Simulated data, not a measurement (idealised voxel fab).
voxel self aligned vias: a process module
Each square cell in cross-section cut measures 5 nm, and the section as a whole is 155 nm wide.
Throughout this document, each cross-section is represented as a grid of square cells and is presented as a sequence of bands enumerated from the top downward, where a band comprises one or more rows of cells. For a band, the entry starts with two heights in nm, that of the top and then that of the bottom, and carries on with the band's materials in order from left to right, each alongside its width in nm; the word "everywhere" beside a single material means it fills the band edge to edge, and "blank" means empty space. Basically, 0 is our baseline, since under it the wafer straight out of the box is all one material. The bottom band has no lower end and keeps on going down, so it looks like "0 nm and below". Width "30..40": first value at the band's top row of cells, second value at its bottom row, equal change from row to row. "nothing changed" means the step left every cell of the cross-section as it was. Each empty space that has no open way to the top and spans at least 8 cells appears under "Voids lacking openings" as width x height at distance, the distance counted from the left edge, all in nm. It should be noted that, on the line of a given step, the content following the step's settings is a remark produced by the simulator itself with respect to that step. Steps that use a mask can have "overlay nm" on their line. It says how far the mask sat to the right of where it was meant to be. Negative means to the left.

### So here's the lineup of process steps we planned
1. RECEIVE, material Si
2. CONFORMAL_DEP, material SiO2, thk nm 10
3. CONFORMAL_DEP, material SiCN, thk nm 5
4. DIRECTIONAL_DEP, material lowk, thk nm 25
5. DIRECTIONAL_DEP, material aC, thk nm 15
6. PATTERN, tone open, mask id LINES, material resist, width nm 20, pitch nm 70, thk nm 35, overlay nm 0
7. DIRECTIONAL_ETCH, etch materials aC, depth nm 15
8. STRIP, etch materials resist
9. DIRECTIONAL_ETCH, etch materials lowk, depth nm 25
10. STRIP, etch materials aC
11. CONFORMAL_DEP, material TiN, thk nm 5
12. FILL_DEP, material Ru, thk nm 5
13. CMP, height nm 40
14. SELECTIVE_ETCH, etch materials W Ru TiN, depth nm 5
15. FILL_DEP, material SiN, thk nm 10
16. CMP, height nm 40
17. DIRECTIONAL_DEP, material lowk, thk nm 15
18. MASKED_ETCH, tone open, mask id VIAS, width nm 40, etch materials lowk, depth nm 15, overlay nm 0
19. MASKED_ETCH, tone open, mask id VIAS, width nm 40, etch materials SiN, depth nm 5, overlay nm 0
20. CONFORMAL_DEP, material TiN, thk nm 5
21. FILL_DEP, material Cu, thk nm 10
22. CMP, height nm 55
23. CONFORMAL_DEP, material SiN, thk nm 5

### First of two wafers, processed according to plan

### Cross-section of the wafer as it came to us, i.e., already through step 1
	0 nm and below = Si everywhere
	Voids lacking openings: none

### after step 2
	10 nm to 0 nm = SiO2 everywhere
	Beneath the level 0, the cross-section is identical to its previous state.

### after step 3
	15 nm to 10 nm = SiCN everywhere
	Beneath the level 10, the cross-section is identical to its previous state.

### after step 4
	40 nm to 15 nm = lowk everywhere
	Beneath the level 15, the cross-section is identical to its previous state.

### after step 5
	55 nm to 40 nm = aC everywhere
	Beneath the level 40, the cross-section is identical to its previous state.

### after step 6
	90 nm to 55 nm = resist 30, blank 20, resist 50, blank 20, resist 35
	Beneath the level 55, the cross-section is identical to its previous state.

### after step 7
	75 nm to 55 nm = resist 30, blank 20, resist 50, blank 20, resist 35
	55 nm to 40 nm = aC 30, blank 20, aC 50, blank 20, aC 35
	Beneath the level 40, the cross-section is identical to its previous state.

### after step 8
	55 nm to 40 nm = aC 30, blank 20, aC 50, blank 20, aC 35
	Beneath the level 40, the cross-section is identical to its previous state.

### after step 9
	55 nm to 40 nm = aC 30, blank 20, aC 50, blank 20, aC 35
	40 nm to 15 nm = lowk 30, blank 20, lowk 50, blank 20, lowk 35
	Beneath the level 15, the cross-section is identical to its previous state.

### after step 10
	40 nm to 15 nm = lowk 30, blank 20, lowk 50, blank 20, lowk 35
	Beneath the level 15, the cross-section is identical to its previous state.

### after step 11
	45 nm to 40 nm = TiN 35, blank 10, TiN 60, blank 10, TiN 40
	40 nm to 20 nm = lowk 30, TiN 5, blank 10, TiN 5, lowk 50, TiN 5, blank 10, TiN 5, lowk 35
	20 nm to 15 nm = lowk 30, TiN 20, lowk 50, TiN 20, lowk 35
	Beneath the level 15, the cross-section is identical to its previous state.

### after step 12
	50 nm to 45 nm = Ru everywhere
	45 nm to 40 nm = TiN 35, Ru 10, TiN 60, Ru 10, TiN 40
	40 nm to 20 nm = lowk 30, TiN 5, Ru 10, TiN 5, lowk 50, TiN 5, Ru 10, TiN 5, lowk 35
	Beneath the level 20, the cross-section is identical to its previous state.

### after step 13
	40 nm to 20 nm = lowk 30, TiN 5, Ru 10, TiN 5, lowk 50, TiN 5, Ru 10, TiN 5, lowk 35
	Beneath the level 20, the cross-section is identical to its previous state.

### after step 14
	40 nm to 35 nm = lowk 30, blank 20, lowk 50, blank 20, lowk 35
	Beneath the level 35, the cross-section is identical to its previous state.

### after step 15
	50 nm to 40 nm = SiN everywhere
	40 nm to 35 nm = lowk 30, SiN 20, lowk 50, SiN 20, lowk 35
	Beneath the level 35, the cross-section is identical to its previous state.

### after step 16
	40 nm to 35 nm = lowk 30, SiN 20, lowk 50, SiN 20, lowk 35
	Beneath the level 35, the cross-section is identical to its previous state.

### after step 17
	55 nm to 40 nm = lowk everywhere
	Beneath the level 40, the cross-section is identical to its previous state.

### after step 18
	55 nm to 40 nm = lowk 20, blank 40, lowk 95
	Beneath the level 40, the cross-section is identical to its previous state.

### after step 19
	55 nm to 40 nm = lowk 20, blank 40, lowk 95
	40 nm to 35 nm = lowk 30, blank 20, lowk 50, SiN 20, lowk 35
	Beneath the level 35, the cross-section is identical to its previous state.

### after step 20
	60 nm to 55 nm = TiN 25, blank 30, TiN 100
	55 nm to 45 nm = lowk 20, TiN 5, blank 30, TiN 5, lowk 95
	45 nm to 40 nm = lowk 20, TiN 15, blank 10, TiN 15, lowk 95
	40 nm to 35 nm = lowk 30, TiN 20, lowk 50, SiN 20, lowk 35
	Beneath the level 35, the cross-section is identical to its previous state.

### after step 21
	70 nm to 60 nm = Cu everywhere
	60 nm to 55 nm = TiN 25, Cu 30, TiN 100
	55 nm to 45 nm = lowk 20, TiN 5, Cu 30, TiN 5, lowk 95
	45 nm to 40 nm = lowk 20, TiN 15, Cu 10, TiN 15, lowk 95
	Beneath the level 40, the cross-section is identical to its previous state.

### after step 22
	55 nm to 45 nm = lowk 20, TiN 5, Cu 30, TiN 5, lowk 95
	Beneath the level 45, the cross-section is identical to its previous state.

### after step 23
	60 nm to 55 nm = SiN everywhere
	Beneath the level 55, the cross-section is identical to its previous state.

### Second Wafer (Identical Start and Plan, One Processing Error; Matches First Wafer Through Step 16)

### Second wafer, cross-section, planned end of step 17
	50 nm to 40 nm = lowk everywhere
	Beneath the level 40, the cross-section is identical to its previous state.

### Second wafer, cross-section, planned end of step 18
	50 nm to 40 nm = lowk 20, blank 40, lowk 95
	40 nm to 35 nm = lowk 20, blank 10, SiN 20, blank 10, lowk 40, SiN 20, lowk 35
	Beneath the level 35, the cross-section is identical to its previous state.

### Second wafer, cross-section, planned end of step 19
	50 nm to 40 nm = lowk 20, blank 40, lowk 95
	40 nm to 35 nm = lowk 20, blank 40, lowk 40, SiN 20, lowk 35
	Beneath the level 35, the cross-section is identical to its previous state.

### Second wafer, cross-section, planned end of step 20
	55 nm to 50 nm = TiN 25, blank 30, TiN 100
	50 nm to 40 nm = lowk 20, TiN 5, blank 30, TiN 5, lowk 95
	40 nm to 35 nm = lowk 20, TiN 40, lowk 40, SiN 20, lowk 35
	Beneath the level 35, the cross-section is identical to its previous state.

### Second wafer, cross-section, planned end of step 21
	65 nm to 55 nm = Cu everywhere
	55 nm to 50 nm = TiN 25, Cu 30, TiN 100
	50 nm to 40 nm = lowk 20, TiN 5, Cu 30, TiN 5, lowk 95
	Beneath the level 40, the cross-section is identical to its previous state.

### Second wafer, cross-section, planned end of step 22
	55 nm to 50 nm = TiN 25, Cu 30, TiN 100
	Beneath the level 50, the cross-section is identical to its previous state.

### Second wafer, cross-section, planned end of step 23
	60 nm to 55 nm = SiN everywhere
	Beneath the level 55, the cross-section is identical to its previous state.
Diagnosis: step 17 ran as: DIRECTIONAL_DEP, material lowk, thk nm 10
Heads up, by the end the second wafer has more or fewer cells of some materials compared to the first: Cu: 4 more; TiN: 23 more; lowk: 27 fewer
